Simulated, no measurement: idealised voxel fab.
Presented below is a process module, voxel ribs on slabs.
Displayed cross-section: cut, width of 270 nm, square cells sized 5 nm.
Reading order for cross-sections: top band down to bottom band. Underlying form: a grid of square cells. Band size: one or more rows of cells.
Look at the band entry: it leads with the top's height and the bottom's height in nm. Then it lists the materials left to right, with a width in nm for each. The word "edge to edge" on a single material says that material fills the band edge to edge. The word "blank" is empty space.
Counting heights begins at 0, where everything beneath is, in the wafer as received, one material. The lowest band has no bottom; it goes on downwards, as "0..down" shows.
Read "30 to 40" as a graded width: first number on top, second number at the bottom, same change between each pair of neighbouring rows.
It should be understood that the words "no alterations made", when stated for a given step, signify that the cross-section underwent no change in any of its cells during that step.
In "Closed void roster" the enclosed voids are listed, meaning empty spaces of 8 cells or larger without any opening to the top. The form is width x height at distance, distance from the left edge, units nm.
after a step's settings: what the simulator itself notes on the step
Regarding "overlay nm": on a step with a mask, it is the distance the mask lay to the right of its planned place; a negative value places it to the left.

### Planned step list for the process
1) RECEIVE,material Si
2) DIRECTIONAL_DEP,material SiO2,thk nm 30
3) DIRECTIONAL_DEP,material SiN,thk nm 20
4) PATTERN,tone cover,mask id RIB,material resist,width nm 25,thk nm 20,overlay nm 0
5) DIRECTIONAL_ETCH,etch materials SiN,depth nm 15
6) STRIP,etch materials resist
7) PATTERN,tone cover,mask id SLAB,material resist,width nm 55,thk nm 20,overlay nm 0
8) DIRECTIONAL_ETCH,etch materials SiN,depth nm 5
9) STRIP,etch materials resist
10) FILL_DEP,material SiO2,thk nm 15
11) CMP,height nm 60
12) DIRECTIONAL_DEP,material W,thk nm 10
13) MASKED_ETCH,tone cover,mask id HEATER,width nm 35,etch materials W,depth nm 10,overlay nm 0
14) CONFORMAL_DEP,material SiN,thk nm 5

### first wafer, as planned

### as received, after step 1
> 0..down: Si edge to edge
> Closed void roster: none

### State of the wafer after step 2, shown in cross-section
> 30..0: SiO2 edge to edge
> All layers under 0 are left as they were.

### State of the wafer after step 3, shown in cross-section
> 50..30: SiN edge to edge
> All layers under 30 are left as they were.

### State of the wafer after step 4, shown in cross-section
> 70..50: 120 nm blank  25 nm resist  125 nm blank
> All layers under 50 are left as they were.

### State of the wafer after step 5, shown in cross-section
> 70..50: 120 nm blank  25 nm resist  125 nm blank
> 50..35: 120 nm blank  25 nm SiN  125 nm blank
> All layers under 35 are left as they were.

### State of the wafer after step 6, shown in cross-section
> 50..35: 120 nm blank  25 nm SiN  125 nm blank
> All layers under 35 are left as they were.

### State of the wafer after step 7, shown in cross-section
> 70..50: 105 nm blank  55 nm resist  110 nm blank
> 50..35: 105 nm blank  15 nm resist  25 nm SiN  15 nm resist  110 nm blank
> All layers under 35 are left as they were.

### State of the wafer after step 8, shown in cross-section
> 70..50: 105 nm blank  55 nm resist  110 nm blank
> 50..35: 105 nm blank  15 nm resist  25 nm SiN  15 nm resist  110 nm blank
> 35..30: 105 nm blank  55 nm SiN  110 nm blank
> All layers under 30 are left as they were.

### State of the wafer after step 9, shown in cross-section
> 50..35: 120 nm blank  25 nm SiN  125 nm blank
> All layers under 35 are left as they were.

### State of the wafer after step 10, shown in cross-section
> 65..50: SiO2 edge to edge
> 50..35: 120 nm SiO2  25 nm SiN  125 nm SiO2
> 35..30: 105 nm SiO2  55 nm SiN  110 nm SiO2
> All layers under 30 are left as they were.

### State of the wafer after step 11, shown in cross-section
> 60..50: SiO2 edge to edge
> All layers under 50 are left as they were.

### State of the wafer after step 12, shown in cross-section
> 70..60: W edge to edge
> All layers under 60 are left as they were.

### State of the wafer after step 13, shown in cross-section
> 70..60: 115 nm blank  35 nm W  120 nm blank
> All layers under 60 are left as they were.

### State of the wafer after step 14, shown in cross-section
> 75..70: 110 nm blank  45 nm SiN  115 nm blank
> 70..65: 110 nm blank  5 nm SiN  35 nm W  5 nm SiN  115 nm blank
> 65..60: 115 nm SiN  35 nm W  120 nm SiN
> All layers under 60 are left as they were.

### Wafer two of the pair: same origin, same plan, one error during the run; identical to wafer one up to and including step 2

### Second wafer: cross-section at the scheduled end of step 3
> 60..30: SiN edge to edge
> All layers under 30 are left as they were.

### Second wafer: cross-section at the scheduled end of step 4
> 80..60: 120 nm blank  25 nm resist  125 nm blank
> All layers under 60 are left as they were.

### Second wafer: cross-section at the scheduled end of step 5
> 80..60: 120 nm blank  25 nm resist  125 nm blank
> 60..45: 120 nm blank  25 nm SiN  125 nm blank
> All layers under 45 are left as they were.

### Second wafer: cross-section at the scheduled end of step 6
> 60..45: 120 nm blank  25 nm SiN  125 nm blank
> All layers under 45 are left as they were.

### Second wafer: cross-section at the scheduled end of step 7
> 80..60: 105 nm blank  55 nm resist  110 nm blank
> 60..45: 105 nm blank  15 nm resist  25 nm SiN  15 nm resist  110 nm blank
> All layers under 45 are left as they were.

### Second wafer: cross-section at the scheduled end of step 8
> 80..60: 105 nm blank  55 nm resist  110 nm blank
> 60..45: 105 nm blank  15 nm resist  25 nm SiN  15 nm resist  110 nm blank
> 45..40: 105 nm blank  55 nm SiN  110 nm blank
> All layers under 40 are left as they were.

### Second wafer: cross-section at the scheduled end of step 9
> 60..45: 120 nm blank  25 nm SiN  125 nm blank
> All layers under 45 are left as they were.

### Second wafer: cross-section at the scheduled end of step 10
> 75..60: SiO2 edge to edge
> 60..45: 120 nm SiO2  25 nm SiN  125 nm SiO2
> 45..40: 105 nm SiO2  55 nm SiN  110 nm SiO2
> All layers under 40 are left as they were.

### Second wafer: cross-section at the scheduled end of step 11
> 60..45: 120 nm SiO2  25 nm SiN  125 nm SiO2
> All layers under 45 are left as they were.

### Second wafer: cross-section at the scheduled end of step 12
> 70..60: W edge to edge
> All layers under 60 are left as they were.

### Second wafer: cross-section at the scheduled end of step 13
> 70..60: 115 nm blank  35 nm W  120 nm blank
> All layers under 60 are left as they were.

### Second wafer: cross-section at the scheduled end of step 14
> 75..70: 110 nm blank  45 nm SiN  115 nm blank
> 70..65: 110 nm blank  5 nm SiN  35 nm W  5 nm SiN  115 nm blank
> 65..60: 115 nm SiN  35 nm W  120 nm SiN
> All layers under 60 are left as they were.
Short version of what went wrong: in deviation from the planned setting, step 3 was conducted as DIRECTIONAL_DEP,material SiN,thk nm 30
Materials where the second wafer ends with more or fewer cells than the first: SiN +108, SiO2 -108
